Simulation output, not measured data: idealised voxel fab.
The following is a process module called voxel double patterning.
It is cross-section cut that appears here, measuring 270 nm in width, its square cells being 5 nm in size.
Cross-section layout: square cells on a grid; listed as bands, top to bottom; a band spans one or more cell rows.
Within each band entry, the heights of the top and of the bottom of the band appear first, in that order and in nm; the materials of the band then follow from left to right, each with its corresponding width in nm. The designation "edge to edge" on a single material indicates that it fills the band from edge to edge; the designation "air" indicates empty space.
All heights in this document are referenced to 0, defined as the level beneath which the wafer, as received, consists entirely of one material. The lowest band is not bounded below; it extends indefinitely downward and is written in the form "0 -> down".
Read "30 to 40" as a graded width: first number on top, second number at the bottom, same change between each pair of neighbouring rows.
For the purposes of this document, the phrase "no modification" attached to a step denotes that no cell within the cross-section was modified by that step.
"Listed closed voids" specifies each empty space that is not open to the top and that occupies no fewer than 8 cells, using the form width x height at distance, the distance measured from the left edge and all three quantities in nm.
Post-settings text on a step line: simulator's own remark regarding the step.
overlay nm: mask offset rightward from planned place, masked step; negative means leftward offset.

The planned process steps are enumerated hereunder
1. RECEIVE [material Si]
2. CONFORMAL_DEP [material SiN] [thk nm 5]
3. DIRECTIONAL_DEP [material SiO2] [thk nm 15]
4. DIRECTIONAL_DEP [material SiCN] [thk nm 5]
5. PATTERN [tone open] [mask id FIRST] [material resist] [width nm 15] [pitch nm 50] [thk nm 20] [overlay nm -15]
6. DIRECTIONAL_ETCH [etch materials SiCN] [depth nm 5]
7. STRIP [etch materials resist]
8. PATTERN [tone open] [mask id SECOND] [material resist] [width nm 15] [thk nm 20] [overlay nm 0]
9. DIRECTIONAL_ETCH [etch materials SiCN] [depth nm 5]
10. STRIP [etch materials resist]
11. DIRECTIONAL_ETCH [etch materials SiO2] [depth nm 15]
12. STRIP [etch materials SiCN]
Wafers differ in overlay nm at step 5; plan lists the first wafer's value; identical starting state.

Received wafers, first of several: cross-section after step 1
  0 -> down  Si edge to edge
  Listed closed voids: none

End of module, by wafer: material-by-material cell gain (+) or loss (-) since receipt, then closed voids
overlay nm -15, +54 SiN, +138 SiO2, Listed closed voids: none
overlay nm -10, +54 SiN, +135 SiO2, Listed closed voids: none
overlay nm -5, +54 SiN, +135 SiO2, Listed closed voids: none
overlay nm 0, +54 SiN, +135 SiO2, Listed closed voids: none
overlay nm 5, +54 SiN, +135 SiO2, Listed closed voids: none
overlay nm 10, +54 SiN, +135 SiO2, Listed closed voids: none
overlay nm 15, +54 SiN, +138 SiO2, Listed closed voids: none
